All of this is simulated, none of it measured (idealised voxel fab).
The following is a process module called voxel gate over fins.
Cross-section cut spans 190 nm and uses square cells 5 nm in size.
A cross-section in this document is a grid of square cells, and it is written down as bands, the top band listed before the ones below it; a band is made up of one or more rows of cells. This entry defines a band. It first specifies the height of the band's top and the height of its bottom in nm, and then specifies the band's materials from left to right, stating each material with its width in nm. The word "all across" identifies a single material that fills the band from edge to edge, while the word "blank" identifies empty space. Convention: height 0 is the level below which the wafer, as received, is all one material. The lowest band does not terminate at the bottom but continues downward, represented as "top 0, no bottom". Per-row width for "30->40": begins at first number (top row of band), ends at second number (bottom row), increment between rows held constant. The cross-section has no changed cell in any step marked "identical to before". What "Sealed void list" gives you is every empty space of 8 cells or more that is cut off from the top. Each appears as width x height at distance, with the distance taken from the left edge and width, height and distance all in nm. Text after the settings on a step's line: the simulator's own remark on that step. overlay nm: on a step with a mask, how far right of its planned place the mask lay; negative means left. Guide to the pairs. Each holds a before and an after cross-section around one process step; the after cross-section is cut off at the lowest band that changed. Look under the pair for the step between them and its settings. Pairs can come from different runs of this module on the same starting wafer, so a pair follows on from the one above it only where its entry headed "Before the step" says it does.

### Before the step
    top 0, no bottom = Si all across
    Sealed void list: none

### after
    top 10, bottom 0 = SiN all across
    Beneath the level 0, the cross-section is identical to its previous state.
    Sealed void list: none
Step sandwiched between the two cross-sections above: CONFORMAL_DEP [material SiN] [thk nm 10]

Before the step: look at the pair above, its after cross-section is where this step starts.

### after
    top 30, bottom 10 = 60 nm blank / 15 nm resist / 35 nm blank / 15 nm resist / 65 nm blank
    Beneath the level 10, the cross-section is identical to its previous state.
    Sealed void list: none
Step sandwiched between the two cross-sections above: PATTERN [tone cover] [mask id FINS] [material resist] [width nm 15] [pitch nm 50] [thk nm 20] [overlay nm 0]

Before the step: look at the pair above, its after cross-section is where this step starts.

### after
    top 30, bottom 10 = 60 nm blank / 15 nm resist / 35 nm blank / 15 nm resist / 65 nm blank
    top 10, bottom 0 = 60 nm blank / 15 nm SiN / 35 nm blank / 15 nm SiN / 65 nm blank
    Beneath the level 0, the cross-section is identical to its previous state.
    Sealed void list: none
Step sandwiched between the two cross-sections above: DIRECTIONAL_ETCH [etch materials SiN] [depth nm 10]

Before the step: look at the pair above, its after cross-section is where this step starts.

### after
    top 30, bottom 10 = 60 nm blank / 15 nm resist / 35 nm blank / 15 nm resist / 65 nm blank
    top 10, bottom 0 = 60 nm blank / 15 nm SiN / 35 nm blank / 15 nm SiN / 65 nm blank
    top 0, bottom -30 = 60 nm blank / 15 nm Si / 35 nm blank / 15 nm Si / 65 nm blank
    Beneath the level -30, the cross-section is identical to its previous state.
    Sealed void list: none
Step sandwiched between the two cross-sections above: DIRECTIONAL_ETCH [etch materials Si] [depth nm 30]

Before the step: look at the pair above, its after cross-section is where this step starts.

### after
    top 10, bottom 0 = 60 nm blank / 15 nm SiN / 35 nm blank / 15 nm SiN / 65 nm blank
    Beneath the level 0, the cross-section is identical to its previous state.
    Sealed void list: none
Step sandwiched between the two cross-sections above: STRIP [etch materials resist]

Before the step: look at the pair above, its after cross-section is where this step starts.

### after
    top 15, bottom 10 = SiO2 all across
    top 10, bottom 0 = 60 nm SiO2 / 15 nm SiN / 35 nm SiO2 / 15 nm SiN / 65 nm SiO2
    top 0, bottom -30 = 60 nm SiO2 / 15 nm Si / 35 nm SiO2 / 15 nm Si / 65 nm SiO2
    Beneath the level -30, the cross-section is identical to its previous state.
    Sealed void list: none
Step sandwiched between the two cross-sections above: FILL_DEP [material SiO2] [thk nm 5]

Before the step: look at the pair above, its after cross-section is where this step starts.

### after
    top 10, bottom 0 = 60 nm SiO2 / 15 nm SiN / 35 nm SiO2 / 15 nm SiN / 65 nm SiO2
    Beneath the level 0, the cross-section is identical to its previous state.
    Sealed void list: none
Step sandwiched between the two cross-sections above: CMP [height nm 10]

Before the step: look at the pair above, its after cross-section is where this step starts.

### after
    top 25, bottom 10 = 85 nm resist / 15 nm blank / 90 nm resist
    Beneath the level 10, the cross-section is identical to its previous state.
    Sealed void list: none
Step sandwiched between the two cross-sections above: PATTERN [tone open] [mask id RAIL] [material resist] [width nm 15] [thk nm 15] [overlay nm 0]

Before the step: look at the pair above, its after cross-section is where this step starts.

### after
    top 25, bottom 10 = 85 nm resist / 15 nm blank / 90 nm resist
    top 10, bottom 0 = 60 nm SiO2 / 15 nm SiN / 10 nm SiO2 / 15 nm blank / 10 nm SiO2 / 15 nm SiN / 65 nm SiO2
    top 0, bottom -25 = 60 nm SiO2 / 15 nm Si / 10 nm SiO2 / 15 nm blank / 10 nm SiO2 / 15 nm Si / 65 nm SiO2
    Beneath the level -25, the cross-section is identical to its previous state.
    Sealed void list: none
Step sandwiched between the two cross-sections above: DIRECTIONAL_ETCH [etch materials SiO2] [depth nm 35]

Before the step: look at the pair above, its after cross-section is where this step starts.

### after
    top 10, bottom 0 = 60 nm SiO2 / 15 nm SiN / 10 nm SiO2 / 15 nm blank / 10 nm SiO2 / 15 nm SiN / 65 nm SiO2
    Beneath the level 0, the cross-section is identical to its previous state.
    Sealed void list: none
Step sandwiched between the two cross-sections above: STRIP [etch materials resist]

Before the step: look at the pair above, its after cross-section is where this step starts.

### after
    top 15, bottom 10 = 90 nm TiN / 5 nm blank / 95 nm TiN
    top 10, bottom 0 = 60 nm SiO2 / 15 nm SiN / 10 nm SiO2 / 5 nm TiN / 5 nm blank / 5 nm TiN / 10 nm SiO2 / 15 nm SiN / 65 nm SiO2
    top 0, bottom -20 = 60 nm SiO2 / 15 nm Si / 10 nm SiO2 / 5 nm TiN / 5 nm blank / 5 nm TiN / 10 nm SiO2 / 15 nm Si / 65 nm SiO2
    top -20, bottom -25 = 60 nm SiO2 / 15 nm Si / 10 nm SiO2 / 15 nm TiN / 10 nm SiO2 / 15 nm Si / 65 nm SiO2
    Beneath the level -25, the cross-section is identical to its previous state.
    Sealed void list: none
Step sandwiched between the two cross-sections above: CONFORMAL_DEP [material TiN] [thk nm 5]

Before the step: look at the pair above, its after cross-section is where this step starts.

### after
    top 20, bottom 15 = Ru all across
    top 15, bottom 10 = 90 nm TiN / 5 nm Ru / 95 nm TiN
    top 10, bottom 0 = 60 nm SiO2 / 15 nm SiN / 10 nm SiO2 / 5 nm TiN / 5 nm Ru / 5 nm TiN / 10 nm SiO2 / 15 nm SiN / 65 nm SiO2
    top 0, bottom -20 = 60 nm SiO2 / 15 nm Si / 10 nm SiO2 / 5 nm TiN / 5 nm Ru / 5 nm TiN / 10 nm SiO2 / 15 nm Si / 65 nm SiO2
    Beneath the level -20, the cross-section is identical to its previous state.
    Sealed void list: none
Step sandwiched between the two cross-sections above: FILL_DEP [material Ru] [thk nm 5]

Before the step: look at the pair above, its after cross-section is where this step starts.

### after
    top 10, bottom 0 = 60 nm SiO2 / 15 nm SiN / 10 nm SiO2 / 5 nm TiN / 5 nm Ru / 5 nm TiN / 10 nm SiO2 / 15 nm SiN / 65 nm SiO2
    Beneath the level 0, the cross-section is identical to its previous state.
    Sealed void list: none
Step sandwiched between the two cross-sections above: CMP [height nm 10]

Before the step: look at the pair above, its after cross-section is where this step starts.

### after
    top 10, bottom 0 = 60 nm SiO2 / 15 nm SiN / 10 nm SiO2 / 15 nm blank / 10 nm SiO2 / 15 nm SiN / 65 nm SiO2
    top 0, bottom -15 = 60 nm SiO2 / 15 nm Si / 10 nm SiO2 / 15 nm blank / 10 nm SiO2 / 15 nm Si / 65 nm SiO2
    Beneath the level -15, the cross-section is identical to its previous state.
    Sealed void list: none
Step sandwiched between the two cross-sections above: SELECTIVE_ETCH [etch materials W Ru TiN] [depth nm 25]

Before the step: look at the pair above, its after cross-section is where this step starts.

### after
    top 15, bottom 10 = SiO2 all across
    top 10, bottom 0 = 60 nm SiO2 / 15 nm SiN / 35 nm SiO2 / 15 nm SiN / 65 nm SiO2
    top 0, bottom -15 = 60 nm SiO2 / 15 nm Si / 35 nm SiO2 / 15 nm Si / 65 nm SiO2
    Beneath the level -15, the cross-section is identical to its previous state.
    Sealed void list: none
Step sandwiched between the two cross-sections above: FILL_DEP [material SiO2] [thk nm 5]

Before the step: look at the pair above, its after cross-section is where this step starts.

### after
    top 10, bottom 0 = 60 nm SiO2 / 15 nm SiN / 35 nm SiO2 / 15 nm SiN / 65 nm SiO2
    Beneath the level 0, the cross-section is identical to its previous state.
    Sealed void list: none
Step sandwiched between the two cross-sections above: CMP [height nm 10]

Before the step: look at the pair above, its after cross-section is where this step starts.

### after
    top 10, bottom 0 = 60 nm blank / 15 nm SiN / 35 nm blank / 15 nm SiN / 65 nm blank
    top 0, bottom -10 = 60 nm blank / 15 nm Si / 35 nm blank / 15 nm Si / 65 nm blank
    Beneath the level -10, the cross-section is identical to its previous state.
    Sealed void list: none
Step sandwiched between the two cross-sections above: SELECTIVE_ETCH [etch materials SiO2] [depth nm 20]

Before the step: look at the pair above, its after cross-section is where this step starts.

### after
    top 0, bottom -10 = 60 nm blank / 15 nm Si / 35 nm blank / 15 nm Si / 65 nm blank
    Beneath the level -10, the cross-section is identical to its previous state.
    Sealed void list: none
Step sandwiched between the two cross-sections above: STRIP [etch materials SiN]

Before the step: look at the pair above, its after cross-section is where this step starts.

### after
    top 5, bottom 0 = 55 nm blank / 25 nm HfO2 / 25 nm blank / 25 nm HfO2 / 60 nm blank
    top 0, bottom -5 = 55 nm blank / 5 nm HfO2 / 15 nm Si / 5 nm HfO2 / 25 nm blank / 5 nm HfO2 / 15 nm Si / 5 nm HfO2 / 60 nm blank
    top -5, bottom -10 = 60 nm HfO2 / 15 nm Si / 35 nm HfO2 / 15 nm Si / 65 nm HfO2
    Beneath the level -10, the cross-section is identical to its previous state.
    Sealed void list: none
Step sandwiched between the two cross-sections above: CONFORMAL_DEP [material HfO2] [thk nm 5]

Before the step: look at the pair above, its after cross-section is where this step starts.

### after
    top 10, bottom 5 = 50 nm blank / 35 nm TiN / 15 nm blank / 35 nm TiN / 55 nm blank
    top 5, bottom 0 = 50 nm blank / 5 nm TiN / 25 nm HfO2 / 5 nm TiN / 15 nm blank / 5 nm TiN / 25 nm HfO2 / 5 nm TiN / 55 nm blank
    top 0, bottom -5 = 55 nm TiN / 5 nm HfO2 / 15 nm Si / 5 nm HfO2 / 25 nm TiN / 5 nm HfO2 / 15 nm Si / 5 nm HfO2 / 60 nm TiN
    Beneath the level -5, the cross-section is identical to its previous state.
    Sealed void list: none
Step sandwiched between the two cross-sections above: CONFORMAL_DEP [material TiN] [thk nm 5]

Before the step: look at the pair above, its after cross-section is where this step starts.

### after
    top 20, bottom 10 = W all across
    top 10, bottom 5 = 50 nm W / 35 nm TiN / 15 nm W / 35 nm TiN / 55 nm W
    top 5, bottom 0 = 50 nm W / 5 nm TiN / 25 nm HfO2 / 5 nm TiN / 15 nm W / 5 nm TiN / 25 nm HfO2 / 5 nm TiN / 55 nm W
    Beneath the level 0, the cross-section is identical to its previous state.
    Sealed void list: none
Step sandwiched between the two cross-sections above: FILL_DEP [material W] [thk nm 10]

Before the step: look at the pair above, its after cross-section is where this step starts.

### after
    top 15, bottom 10 = W all across
    Beneath the level 10, the cross-section is identical to its previous state.
    Sealed void list: none
Step sandwiched between the two cross-sections above: CMP [height nm 15]

Before the step: look at the pair above, its after cross-section is where this step starts.

### after
    top 25, bottom 15 = SiCN all across
    Beneath the level 15, the cross-section is identical to its previous state.
    Sealed void list: none
Step sandwiched between the two cross-sections above: CONFORMAL_DEP [material SiCN] [thk nm 10]

### Before the step
    top 0, bottom -10 = 60 nm blank / 15 nm Si / 35 nm blank / 15 nm Si / 65 nm blank
    top -10, bottom -15 = 60 nm SiO2 / 15 nm Si / 35 nm SiO2 / 15 nm Si / 65 nm SiO2
    top -15, bottom -20 = 60 nm SiO2 / 15 nm Si / 10 nm SiO2 / 5 nm TiN / 5 nm Ru / 5 nm TiN / 10 nm SiO2 / 15 nm Si / 65 nm SiO2
    top -20, bottom -25 = 60 nm SiO2 / 15 nm Si / 10 nm SiO2 / 15 nm TiN / 10 nm SiO2 / 15 nm Si / 65 nm SiO2
    top -25, bottom -30 = 60 nm SiO2 / 15 nm Si / 35 nm SiO2 / 15 nm Si / 65 nm SiO2
    top -30, no bottom = Si all across
    Sealed void list: none

### after
    top 5, bottom 0 = 55 nm blank / 25 nm TiN / 25 nm blank / 25 nm TiN / 60 nm blank
    top 0, bottom -5 = 55 nm blank / 5 nm TiN / 15 nm Si / 5 nm TiN / 25 nm blank / 5 nm TiN / 15 nm Si / 5 nm TiN / 60 nm blank
    top -5, bottom -10 = 60 nm TiN / 15 nm Si / 35 nm TiN / 15 nm Si / 65 nm TiN
    Beneath the level -10, the cross-section is identical to its previous state.
    Sealed void list: none
Step sandwiched between the two cross-sections above: CONFORMAL_DEP [material TiN] [thk nm 5]

Before the step: look at the pair above, its after cross-section is where this step starts.

### after
    top 15, bottom 5 = W all across
    top 5, bottom 0 = 55 nm W / 25 nm TiN / 25 nm W / 25 nm TiN / 60 nm W
    top 0, bottom -5 = 55 nm W / 5 nm TiN / 15 nm Si / 5 nm TiN / 25 nm W / 5 nm TiN / 15 nm Si / 5 nm TiN / 60 nm W
    Beneath the level -5, the cross-section is identical to its previous state.
    Sealed void list: none
Step sandwiched between the two cross-sections above: FILL_DEP [material W] [thk nm 10]

Before the step: look at the pair above, its after cross-section is where this step starts.

### after
    top 25, bottom 15 = SiCN all across
    Beneath the level 15, the cross-section is identical to its previous state.
    Sealed void list: none
Step sandwiched between the two cross-sections above: CONFORMAL_DEP [material SiCN] [thk nm 10]

### Before the step
    top 30, bottom 10 = 60 nm blank / 15 nm resist / 35 nm blank / 15 nm resist / 65 nm blank
    top 10, bottom 0 = 60 nm blank / 15 nm SiN / 35 nm blank / 15 nm SiN / 65 nm blank
    top 0, bottom -30 = 60 nm blank / 15 nm Si / 35 nm blank / 15 nm Si / 65 nm blank
    top -30, no bottom = Si all across
    Sealed void list: none

### after
    top 30, bottom 10 = 60 nm blank / 15 nm resist / 35 nm blank / 15 nm resist / 65 nm blank
    top 10, bottom 0 = 60 nm blank / 15 nm SiN / 35 nm blank / 15 nm SiN / 65 nm blank
    top 0, bottom -60 = 60 nm blank / 15 nm Si / 35 nm blank / 15 nm Si / 65 nm blank
    Beneath the level -60, the cross-section is identical to its previous state.
    Sealed void list: none
Step sandwiched between the two cross-sections above: DIRECTIONAL_ETCH [etch materials Si] [depth nm 30]

Before the step: look at the pair above, its after cross-section is where this step starts.

### after
    top 10, bottom 0 = 60 nm blank / 15 nm SiN / 35 nm blank / 15 nm SiN / 65 nm blank
    Beneath the level 0, the cross-section is identical to its previous state.
    Sealed void list: none
Step sandwiched between the two cross-sections above: STRIP [etch materials resist]

Before the step: look at the pair above, its after cross-section is where this step starts.

### after
    top 15, bottom 10 = SiO2 all across
    top 10, bottom 0 = 60 nm SiO2 / 15 nm SiN / 35 nm SiO2 / 15 nm SiN / 65 nm SiO2
    top 0, bottom -60 = 60 nm SiO2 / 15 nm Si / 35 nm SiO2 / 15 nm Si / 65 nm SiO2
    Beneath the level -60, the cross-section is identical to its previous state.
    Sealed void list: none
Step sandwiched between the two cross-sections above: FILL_DEP [material SiO2] [thk nm 5]

Before the step: look at the pair above, its after cross-section is where this step starts.

### after
    top 10, bottom 0 = 60 nm SiO2 / 15 nm SiN / 35 nm SiO2 / 15 nm SiN / 65 nm SiO2
    Beneath the level 0, the cross-section is identical to its previous state.
    Sealed void list: none
Step sandwiched between the two cross-sections above: CMP [height nm 10]

Before the step: look at the pair above, its after cross-section is where this step starts.

### after
    top 25, bottom 10 = 85 nm resist / 15 nm blank / 90 nm resist
    Beneath the level 10, the cross-section is identical to its previous state.
    Sealed void list: none
Step sandwiched between the two cross-sections above: PATTERN [tone open] [mask id RAIL] [material resist] [width nm 15] [thk nm 15] [overlay nm 0]

Before the step: look at the pair above, its after cross-section is where this step starts.

### after
    top 25, bottom 10 = 85 nm resist / 15 nm blank / 90 nm resist
    top 10, bottom 0 = 60 nm SiO2 / 15 nm SiN / 10 nm SiO2 / 15 nm blank / 10 nm SiO2 / 15 nm SiN / 65 nm SiO2
    top 0, bottom -25 = 60 nm SiO2 / 15 nm Si / 10 nm SiO2 / 15 nm blank / 10 nm SiO2 / 15 nm Si / 65 nm SiO2
    Beneath the level -25, the cross-section is identical to its previous state.
    Sealed void list: none
Step sandwiched between the two cross-sections above: DIRECTIONAL_ETCH [etch materials SiO2] [depth nm 35]

Before the step: look at the pair above, its after cross-section is where this step starts.

### after
    top 10, bottom 0 = 60 nm SiO2 / 15 nm SiN / 10 nm SiO2 / 15 nm blank / 10 nm SiO2 / 15 nm SiN / 65 nm SiO2
    Beneath the level 0, the cross-section is identical to its previous state.
    Sealed void list: none
Step sandwiched between the two cross-sections above: STRIP [etch materials resist]

Before the step: look at the pair above, its after cross-section is where this step starts.

### after
    top 15, bottom 10 = 90 nm TiN / 5 nm blank / 95 nm TiN
    top 10, bottom 0 = 60 nm SiO2 / 15 nm SiN / 10 nm SiO2 / 5 nm TiN / 5 nm blank / 5 nm TiN / 10 nm SiO2 / 15 nm SiN / 65 nm SiO2
    top 0, bottom -20 = 60 nm SiO2 / 15 nm Si / 10 nm SiO2 / 5 nm TiN / 5 nm blank / 5 nm TiN / 10 nm SiO2 / 15 nm Si / 65 nm SiO2
    top -20, bottom -25 = 60 nm SiO2 / 15 nm Si / 10 nm SiO2 / 15 nm TiN / 10 nm SiO2 / 15 nm Si / 65 nm SiO2
    Beneath the level -25, the cross-section is identical to its previous state.
    Sealed void list: none
Step sandwiched between the two cross-sections above: CONFORMAL_DEP [material TiN] [thk nm 5]

Before the step: look at the pair above, its after cross-section is where this step starts.

### after
    top 20, bottom 15 = Ru all across
    top 15, bottom 10 = 90 nm TiN / 5 nm Ru / 95 nm TiN
    top 10, bottom 0 = 60 nm SiO2 / 15 nm SiN / 10 nm SiO2 / 5 nm TiN / 5 nm Ru / 5 nm TiN / 10 nm SiO2 / 15 nm SiN / 65 nm SiO2
    top 0, bottom -20 = 60 nm SiO2 / 15 nm Si / 10 nm SiO2 / 5 nm TiN / 5 nm Ru / 5 nm TiN / 10 nm SiO2 / 15 nm Si / 65 nm SiO2
    Beneath the level -20, the cross-section is identical to its previous state.
    Sealed void list: none
Step sandwiched between the two cross-sections above: FILL_DEP [material Ru] [thk nm 5]

Before the step: look at the pair above, its after cross-section is where this step starts.

### after
    top 10, bottom 0 = 60 nm SiO2 / 15 nm SiN / 10 nm SiO2 / 5 nm TiN / 5 nm Ru / 5 nm TiN / 10 nm SiO2 / 15 nm SiN / 65 nm SiO2
    Beneath the level 0, the cross-section is identical to its previous state.
    Sealed void list: none
Step sandwiched between the two cross-sections above: CMP [height nm 10]

Before the step: look at the pair above, its after cross-section is where this step starts.

### after
    top 10, bottom 0 = 60 nm SiO2 / 15 nm SiN / 10 nm SiO2 / 15 nm blank / 10 nm SiO2 / 15 nm SiN / 65 nm SiO2
    top 0, bottom -15 = 60 nm SiO2 / 15 nm Si / 10 nm SiO2 / 15 nm blank / 10 nm SiO2 / 15 nm Si / 65 nm SiO2
    Beneath the level -15, the cross-section is identical to its previous state.
    Sealed void list: none
Step sandwiched between the two cross-sections above: SELECTIVE_ETCH [etch materials W Ru TiN] [depth nm 25]

Before the step: look at the pair above, its after cross-section is where this step starts.

### after
    top 15, bottom 10 = SiO2 all across
    top 10, bottom 0 = 60 nm SiO2 / 15 nm SiN / 35 nm SiO2 / 15 nm SiN / 65 nm SiO2
    top 0, bottom -15 = 60 nm SiO2 / 15 nm Si / 35 nm SiO2 / 15 nm Si / 65 nm SiO2
    Beneath the level -15, the cross-section is identical to its previous state.
    Sealed void list: none
Step sandwiched between the two cross-sections above: FILL_DEP [material SiO2] [thk nm 5]

Before the step: look at the pair above, its after cross-section is where this step starts.

### after
    top 10, bottom 0 = 60 nm SiO2 / 15 nm SiN / 35 nm SiO2 / 15 nm SiN / 65 nm SiO2
    Beneath the level 0, the cross-section is identical to its previous state.
    Sealed void list: none
Step sandwiched between the two cross-sections above: CMP [height nm 10]

Before the step: look at the pair above, its after cross-section is where this step starts.

### after
    top 10, bottom 0 = 60 nm blank / 15 nm SiN / 35 nm blank / 15 nm SiN / 65 nm blank
    top 0, bottom -10 = 60 nm blank / 15 nm Si / 35 nm blank / 15 nm Si / 65 nm blank
    Beneath the level -10, the cross-section is identical to its previous state.
    Sealed void list: none
Step sandwiched between the two cross-sections above: SELECTIVE_ETCH [etch materials SiO2] [depth nm 20]

Before the step: look at the pair above, its after cross-section is where this step starts.

### after
    top 0, bottom -10 = 60 nm blank / 15 nm Si / 35 nm blank / 15 nm Si / 65 nm blank
    Beneath the level -10, the cross-section is identical to its previous state.
    Sealed void list: none
Step sandwiched between the two cross-sections above: STRIP [etch materials SiN]

Before the step: look at the pair above, its after cross-section is where this step starts.

### after
    top 5, bottom 0 = 55 nm blank / 25 nm HfO2 / 25 nm blank / 25 nm HfO2 / 60 nm blank
    top 0, bottom -5 = 55 nm blank / 5 nm HfO2 / 15 nm Si / 5 nm HfO2 / 25 nm blank / 5 nm HfO2 / 15 nm Si / 5 nm HfO2 / 60 nm blank
    top -5, bottom -10 = 60 nm HfO2 / 15 nm Si / 35 nm HfO2 / 15 nm Si / 65 nm HfO2
    Beneath the level -10, the cross-section is identical to its previous state.
    Sealed void list: none
Step sandwiched between the two cross-sections above: CONFORMAL_DEP [material HfO2] [thk nm 5]

Before the step: look at the pair above, its after cross-section is where this step starts.

### after
    top 10, bottom 5 = 50 nm blank / 35 nm TiN / 15 nm blank / 35 nm TiN / 55 nm blank
    top 5, bottom 0 = 50 nm blank / 5 nm TiN / 25 nm HfO2 / 5 nm TiN / 15 nm blank / 5 nm TiN / 25 nm HfO2 / 5 nm TiN / 55 nm blank
    top 0, bottom -5 = 55 nm TiN / 5 nm HfO2 / 15 nm Si / 5 nm HfO2 / 25 nm TiN / 5 nm HfO2 / 15 nm Si / 5 nm HfO2 / 60 nm TiN
    Beneath the level -5, the cross-section is identical to its previous state.
    Sealed void list: none
Step sandwiched between the two cross-sections above: CONFORMAL_DEP [material TiN] [thk nm 5]

Before the step: look at the pair above, its after cross-section is where this step starts.

### after
    top 20, bottom 10 = W all across
    top 10, bottom 5 = 50 nm W / 35 nm TiN / 15 nm W / 35 nm TiN / 55 nm W
    top 5, bottom 0 = 50 nm W / 5 nm TiN / 25 nm HfO2 / 5 nm TiN / 15 nm W / 5 nm TiN / 25 nm HfO2 / 5 nm TiN / 55 nm W
    Beneath the level 0, the cross-section is identical to its previous state.
    Sealed void list: none
Step sandwiched between the two cross-sections above: FILL_DEP [material W] [thk nm 10]

Before the step: look at the pair above, its after cross-section is where this step starts.

### after
    top 15, bottom 10 = W all across
    Beneath the level 10, the cross-section is identical to its previous state.
    Sealed void list: none
Step sandwiched between the two cross-sections above: CMP [height nm 15]

Before the step: look at the pair above, its after cross-section is where this step starts.

### after
    top 25, bottom 15 = SiCN all across
    Beneath the level 15, the cross-section is identical to its previous state.
    Sealed void list: none
Step sandwiched between the two cross-sections above: CONFORMAL_DEP [material SiCN] [thk nm 10]

### Before the step
    top 10, bottom 0 = 60 nm SiO2 / 15 nm SiN / 35 nm SiO2 / 15 nm SiN / 65 nm SiO2
    top 0, bottom -15 = 60 nm SiO2 / 15 nm Si / 35 nm SiO2 / 15 nm Si / 65 nm SiO2
    top -15, bottom -20 = 60 nm SiO2 / 15 nm Si / 10 nm SiO2 / 5 nm TiN / 5 nm Ru / 5 nm TiN / 10 nm SiO2 / 15 nm Si / 65 nm SiO2
    top -20, bottom -25 = 60 nm SiO2 / 15 nm Si / 10 nm SiO2 / 15 nm TiN / 10 nm SiO2 / 15 nm Si / 65 nm SiO2
    top -25, bottom -30 = 60 nm SiO2 / 15 nm Si / 35 nm SiO2 / 15 nm Si / 65 nm SiO2
    top -30, no bottom = Si all across
    Sealed void list: none

### after
    top 10, bottom 0 = 60 nm SiO2 / 15 nm blank / 35 nm SiO2 / 15 nm blank / 65 nm SiO2
    Beneath the level 0, the cross-section is identical to its previous state.
    Sealed void list: none
Step sandwiched between the two cross-sections above: STRIP [etch materials SiN]

Before the step: look at the pair above, its after cross-section is where this step starts.

### after
    top 0, bottom -10 = 60 nm blank / 15 nm Si / 35 nm blank / 15 nm Si / 65 nm blank
    top -10, bottom -15 = 40 nm SiO2 / 20 nm blank / 15 nm Si / 35 nm blank / 15 nm Si / 20 nm blank / 45 nm SiO2
    top -15, bottom -20 = 40 nm SiO2 / 20 nm blank / 15 nm Si / 10 nm blank / 5 nm TiN / 5 nm Ru / 5 nm TiN / 10 nm blank / 15 nm Si / 20 nm blank / 45 nm SiO2
    Beneath the level -20, the cross-section is identical to its previous state.
    Sealed void list: none
Step sandwiched between the two cross-sections above: SELECTIVE_ETCH [etch materials SiO2] [depth nm 20]

Before the step: look at the pair above, its after cross-section is where this step starts.

### after
    top 5, bottom 0 = 55 nm blank / 25 nm HfO2 / 25 nm blank / 25 nm HfO2 / 60 nm blank
    top 0, bottom -5 = 55 nm blank / 5 nm HfO2 / 15 nm Si / 5 nm HfO2 / 25 nm blank / 5 nm HfO2 / 15 nm Si / 5 nm HfO2 / 60 nm blank
    top -5, bottom -10 = 45 nm HfO2 / 10 nm blank / 5 nm HfO2 / 15 nm Si / 5 nm HfO2 / 25 nm blank / 5 nm HfO2 / 15 nm Si / 5 nm HfO2 / 10 nm blank / 50 nm HfO2
    top -10, bottom -15 = 40 nm SiO2 / 5 nm HfO2 / 10 nm blank / 5 nm HfO2 / 15 nm Si / 35 nm HfO2 / 15 nm Si / 5 nm HfO2 / 10 nm blank / 5 nm HfO2 / 45 nm SiO2
    top -15, bottom -20 = 40 nm SiO2 / 20 nm HfO2 / 15 nm Si / 10 nm HfO2 / 5 nm TiN / 5 nm Ru / 5 nm TiN / 10 nm HfO2 / 15 nm Si / 20 nm HfO2 / 45 nm SiO2
    Beneath the level -20, the cross-section is identical to its previous state.
    Sealed void list: none
Step sandwiched between the two cross-sections above: CONFORMAL_DEP [material HfO2] [thk nm 5]

Before the step: look at the pair above, its after cross-section is where this step starts.

### after
    top 10, bottom 5 = 50 nm blank / 35 nm TiN / 15 nm blank / 35 nm TiN / 55 nm blank
    top 5, bottom 0 = 50 nm blank / 5 nm TiN / 25 nm HfO2 / 5 nm TiN / 15 nm blank / 5 nm TiN / 25 nm HfO2 / 5 nm TiN / 55 nm blank
    top 0, bottom -5 = 55 nm TiN / 5 nm HfO2 / 15 nm Si / 5 nm HfO2 / 5 nm TiN / 15 nm blank / 5 nm TiN / 5 nm HfO2 / 15 nm Si / 5 nm HfO2 / 60 nm TiN
    top -5, bottom -10 = 45 nm HfO2 / 10 nm TiN / 5 nm HfO2 / 15 nm Si / 5 nm HfO2 / 25 nm TiN / 5 nm HfO2 / 15 nm Si / 5 nm HfO2 / 10 nm TiN / 50 nm HfO2
    top -10, bottom -15 = 40 nm SiO2 / 5 nm HfO2 / 10 nm TiN / 5 nm HfO2 / 15 nm Si / 35 nm HfO2 / 15 nm Si / 5 nm HfO2 / 10 nm TiN / 5 nm HfO2 / 45 nm SiO2
    Beneath the level -15, the cross-section is identical to its previous state.
    Sealed void list: none
Step sandwiched between the two cross-sections above: CONFORMAL_DEP [material TiN] [thk nm 5]

Before the step: look at the pair above, its after cross-section is where this step starts.

### after
    top 20, bottom 10 = W all across
    top 10, bottom 5 = 50 nm W / 35 nm TiN / 15 nm W / 35 nm TiN / 55 nm W
    top 5, bottom 0 = 50 nm W / 5 nm TiN / 25 nm HfO2 / 5 nm TiN / 15 nm W / 5 nm TiN / 25 nm HfO2 / 5 nm TiN / 55 nm W
    top 0, bottom -5 = 55 nm TiN / 5 nm HfO2 / 15 nm Si / 5 nm HfO2 / 5 nm TiN / 15 nm W / 5 nm TiN / 5 nm HfO2 / 15 nm Si / 5 nm HfO2 / 60 nm TiN
    Beneath the level -5, the cross-section is identical to its previous state.
    Sealed void list: none
Step sandwiched between the two cross-sections above: FILL_DEP [material W] [thk nm 10]

Before the step: look at the pair above, its after cross-section is where this step starts.

### after
    top 15, bottom 10 = W all across
    Beneath the level 10, the cross-section is identical to its previous state.
    Sealed void list: none
Step sandwiched between the two cross-sections above: CMP [height nm 15]

Before the step: look at the pair above, its after cross-section is where this step starts.

### after
    top 25, bottom 15 = SiCN all across
    Beneath the level 15, the cross-section is identical to its previous state.
    Sealed void list: none
Step sandwiched between the two cross-sections above: CONFORMAL_DEP [material SiCN] [thk nm 10]

### Before the step
    top 15, bottom 10 = W all across
    top 10, bottom 5 = 50 nm W / 35 nm TiN / 15 nm W / 35 nm TiN / 55 nm W
    top 5, bottom 0 = 50 nm W / 5 nm TiN / 25 nm HfO2 / 5 nm TiN / 15 nm W / 5 nm TiN / 25 nm HfO2 / 5 nm TiN / 55 nm W
    top 0, bottom -5 = 55 nm TiN / 5 nm HfO2 / 15 nm Si / 5 nm HfO2 / 25 nm TiN / 5 nm HfO2 / 15 nm Si / 5 nm HfO2 / 60 nm TiN
    top -5, bottom -10 = 60 nm HfO2 / 15 nm Si / 35 nm HfO2 / 15 nm Si / 65 nm HfO2
    top -10, bottom -15 = 60 nm SiO2 / 15 nm Si / 35 nm SiO2 / 15 nm Si / 65 nm SiO2
    top -15, bottom -20 = 60 nm SiO2 / 15 nm Si / 10 nm SiO2 / 5 nm TiN / 5 nm Ru / 5 nm TiN / 10 nm SiO2 / 15 nm Si / 65 nm SiO2
    top -20, bottom -25 = 60 nm SiO2 / 15 nm Si / 10 nm SiO2 / 15 nm TiN / 10 nm SiO2 / 15 nm Si / 65 nm SiO2
    top -25, bottom -30 = 60 nm SiO2 / 15 nm Si / 35 nm SiO2 / 15 nm Si / 65 nm SiO2
    top -30, no bottom = Si all across
    Sealed void list: none

### after
    top 20, bottom 15 = SiCN all across
    Beneath the level 15, the cross-section is identical to its previous state.
    Sealed void list: none
Step sandwiched between the two cross-sections above: CONFORMAL_DEP [material SiCN] [thk nm 5]
